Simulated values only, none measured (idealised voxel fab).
Name of the process module below: voxel gate over fins
Square cells of 5 nm make up the cross-section cut, whose width is 170 nm.
Cross-section layout: square cells on a grid; listed as bands, top to bottom; a band spans one or more cell rows.
Basically the band line says how high the top is and how high the bottom is, in nm, and then what's in it from left to right, every material with its width in nm. Empty space shows up as "blank", and if a single material carries "edge to edge" it runs the full band edge to edge.
Heights are reckoned from 0. Under this level, the received wafer is all of one material. The bottommost band is open-ended downward, for example "from 0 down".
Note: "30..40" means the width goes from the first number (top row of the band) to the second number (bottom row) in equal steps per row of cells.
For the purposes of this document, the phrase "no change occurred" attached to a step denotes that no cell within the cross-section was modified by that step.
Under "Fully enclosed voids" you'll find the enclosed gaps, the ones with no way out to the top, that are 8 cells or bigger; each reads width x height at distance, with distance counted from the left edge, everything in nm.
Where a step's line continues beyond its settings, the continuation is a remark by the simulator itself on that step.
"overlay nm" denotes, for a step that has a mask, the displacement of the mask to the right of its planned place, with negative values corresponding to the left.

Planned step list for the process
step 1: RECEIVE: material Si
step 2: CONFORMAL_DEP: material SiN, thk nm 10
step 3: DIRECTIONAL_DEP: material aC, thk nm 15
step 4: PATTERN: tone cover, mask id FINS, material resist, width nm 15, pitch nm 35, thk nm 30, overlay nm 0
step 5: DIRECTIONAL_ETCH: etch materials aC, depth nm 15
step 6: STRIP: etch materials resist
step 7: DIRECTIONAL_ETCH: etch materials SiN, depth nm 10
step 8: DIRECTIONAL_ETCH: etch materials Si, depth nm 40
step 9: STRIP: etch materials aC
step 10: OXIDIZE: depth nm 5
step 11: FILL_DEP: material SiO2, thk nm 15
step 12: CMP: height nm 10
step 13: SELECTIVE_ETCH: etch materials SiO2, depth nm 25
step 14: STRIP: etch materials SiN
step 15: CONFORMAL_DEP: material HfO2, thk nm 5
step 16: CONFORMAL_DEP: material TiN, thk nm 5
step 17: CONFORMAL_DEP: material TiAl, thk nm 5
step 18: CONFORMAL_DEP: material TiN, thk nm 5
step 19: FILL_DEP: material W, thk nm 15
step 20: CMP: height nm 30
step 21: CONFORMAL_DEP: material SiCN, thk nm 5

The cross-section here shows the wafer as received, i.e. in its state after step 1
    from 0 down: Si edge to edge
    Fully enclosed voids: none

First of two wafers at the end of the module, shown in cross-section; run carried out as planned
    from 35 to 30: SiCN edge to edge
    from 30 to 20: W edge to edge
    from 20 to 15: W: 10; TiN: 150; W: 10
    from 15 to 10: W: 10; TiN: 5; TiAl: 140; TiN: 5; W: 10
    from 10 to 5: W: 10; TiN: 5; TiAl: 5; TiN: 25; TiAl: 10; TiN: 25; TiAl: 10; TiN: 25; TiAl: 10; TiN: 25; TiAl: 5; TiN: 5; W: 10
    from 5 to 0: TiN: 15; TiAl: 5; TiN: 5; HfO2: 15; TiN: 5; TiAl: 10; TiN: 5; HfO2: 15; TiN: 5; TiAl: 10; TiN: 5; HfO2: 15; TiN: 5; TiAl: 10; TiN: 5; HfO2: 15; TiN: 5; TiAl: 5; TiN: 15
    from 0 to -5: TiAl: 20; TiN: 5; HfO2: 5; Si: 5; HfO2: 5; TiN: 5; TiAl: 10; TiN: 5; HfO2: 5; Si: 5; HfO2: 5; TiN: 5; TiAl: 10; TiN: 5; HfO2: 5; Si: 5; HfO2: 5; TiN: 5; TiAl: 10; TiN: 5; HfO2: 5; Si: 5; HfO2: 5; TiN: 5; TiAl: 20
    from -5 to -10: TiN: 25; HfO2: 5; Si: 5; HfO2: 5; TiN: 20; HfO2: 5; Si: 5; HfO2: 5; TiN: 20; HfO2: 5; Si: 5; HfO2: 5; TiN: 20; HfO2: 5; Si: 5; HfO2: 5; TiN: 25
    from -10 to -15: HfO2: 30; Si: 5; HfO2: 30; Si: 5; HfO2: 30; Si: 5; HfO2: 30; Si: 5; HfO2: 30
    from -15 to -45: SiO2: 30; Si: 5; SiO2: 30; Si: 5; SiO2: 30; Si: 5; SiO2: 30; Si: 5; SiO2: 30
    from -45 down: Si edge to edge
    Fully enclosed voids: none

Module end: cross-section of wafer two of two. Same start and process plan as the first wafer. One mistake during execution
    from 35 to 30: SiCN edge to edge
    from 30 to 25: TiN edge to edge
    from 25 to 10: TiN: 5; TiAl: 160; TiN: 5
    from 10 to 5: TiAl: 20; TiN: 25; TiAl: 10; TiN: 25; TiAl: 10; TiN: 25; TiAl: 10; TiN: 25; TiAl: 20
    from 5 to 0: TiAl: 20; TiN: 5; HfO2: 15; TiN: 5; TiAl: 10; TiN: 5; HfO2: 15; TiN: 5; TiAl: 10; TiN: 5; HfO2: 15; TiN: 5; TiAl: 10; TiN: 5; HfO2: 15; TiN: 5; TiAl: 20
    from 0 to -5: TiAl: 20; TiN: 5; HfO2: 5; Si: 5; HfO2: 5; TiN: 5; TiAl: 10; TiN: 5; HfO2: 5; Si: 5; HfO2: 5; TiN: 5; TiAl: 10; TiN: 5; HfO2: 5; Si: 5; HfO2: 5; TiN: 5; TiAl: 10; TiN: 5; HfO2: 5; Si: 5; HfO2: 5; TiN: 5; TiAl: 20
    from -5 to -10: TiN: 25; HfO2: 5; Si: 5; HfO2: 5; TiN: 20; HfO2: 5; Si: 5; HfO2: 5; TiN: 20; HfO2: 5; Si: 5; HfO2: 5; TiN: 20; HfO2: 5; Si: 5; HfO2: 5; TiN: 25
    from -10 to -15: HfO2: 30; Si: 5; HfO2: 30; Si: 5; HfO2: 30; Si: 5; HfO2: 30; Si: 5; HfO2: 30
    from -15 to -45: SiO2: 30; Si: 5; SiO2: 30; Si: 5; SiO2: 30; Si: 5; SiO2: 30; Si: 5; SiO2: 30
    from -45 down: Si edge to edge
    Fully enclosed voids: none
Heads up, the wafer didn't run the way we planned it: step 17 ran with different settings than intended, the actual operation and settings being CONFORMAL_DEP: material TiAl, thk nm 15
Wafer comparison, final, in cells, second relative to first, materials more or fewer: +80 TiAl | -80 W
